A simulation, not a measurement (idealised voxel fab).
The following process module bears the name voxel ribs on slabs.
The cross-section shown here is cut; it is 140 nm wide and divided into square cells measuring 5 nm on a side.
Notation: cross-section as square-cell grid; stated in bands, top first, going down; one or more cell rows per band. Each band's line starts with the height of the band's top and of its bottom, in nm. Then come its materials from left to right, each with its width in nm. One material with "edge to edge" fills the band from edge to edge. "air" is empty space. Heads up on the height convention: 0 is the point under which the incoming wafer is all one material, and the lowest band has no bottom, it just keeps going down, like "from 0 down". A two-number width, for instance "30 to 40", indicates that the width is equal to the first number in the top row of the band and to the second number in the bottom row, and that it changes by a constant amount per row of cells. "nothing different" (step): cross-section cells unchanged, all of them. Entry "Sealed internal cavities" = empty spaces >= 8 cells with no open way to the top; each as width x height at distance, distance from left edge, all nm. Note: text after step settings on the step line = simulator remark on that step. You can add "overlay nm" to a step's line. For a step with a mask, it describes how far the mask lay to the right of its planned position, and a negative number describes a lay to the left.
HERE'S WHAT THE PLANNED PROCESS STEPS LOOK LIKE
| 1 | RECEIVE,material Si |
| 2 | DIRECTIONAL_DEP,material SiO2,thk nm 20 |
| 3 | DIRECTIONAL_DEP,material SiN,thk nm 20 |
| 4 | PATTERN,tone cover,mask id RIB,material resist,width nm 25,thk nm 15,overlay nm 0 |
| 5 | DIRECTIONAL_ETCH,etch materials SiN,depth nm 15 |
| 6 | STRIP,etch materials resist |
| 7 | MASKED_ETCH,tone cover,mask id SLAB,width nm 55,etch materials SiN,depth nm 5,overlay nm 0 |
| 8 | FILL_DEP,material SiO2,thk nm 15 |
| 9 | CMP,height nm 50 |
| 10 | DIRECTIONAL_DEP,material TiN,thk nm 5 |
| 11 | DIRECTIONAL_DEP,material aC,thk nm 15 |
| 12 | PATTERN,tone cover,mask id HEATER,material resist,width nm 35,thk nm 35,overlay nm 0 |
| 13 | DIRECTIONAL_ETCH,etch materials aC,depth nm 15 |
| 14 | STRIP,etch materials resist |
| 15 | DIRECTIONAL_ETCH,etch materials TiN,depth nm 5 |
| 16 | STRIP,etch materials aC |
| 17 | CONFORMAL_DEP,material SiN,thk nm 10 |
CROSS-SECTION OF THE INCOMING WAFER, STATE AFTER STEP 1
- from 0 down: Si edge to edge
- Sealed internal cavities: none
END STATE OF THE MODULE IN CROSS-SECTION, GIVEN THE ABOVE STARTING POINT AND PLAN AND ONE MISTAKE IN EXECUTION
- from 65 to 60: 40 air / 55 SiN / 45 air
- from 60 to 55: SiN edge to edge
- from 55 to 50: 50 SiN / 35 TiN / 55 SiN
- from 50 to 35: SiO2 edge to edge
- from 35 to 25: 55 SiO2 / 25 SiN / 60 SiO2
- from 25 to 20: 40 SiN / 15 SiO2 / 25 SiN / 15 SiO2 / 45 SiN
- from 20 to 0: SiO2 edge to edge
- from 0 down: Si edge to edge
- Sealed internal cavities: none
Where did the run depart from the plan? step 7 did not happen as planned, as run it was MASKED_ETCH,tone open,mask id SLAB,width nm 55,etch materials SiN,depth nm 5,overlay nm 0
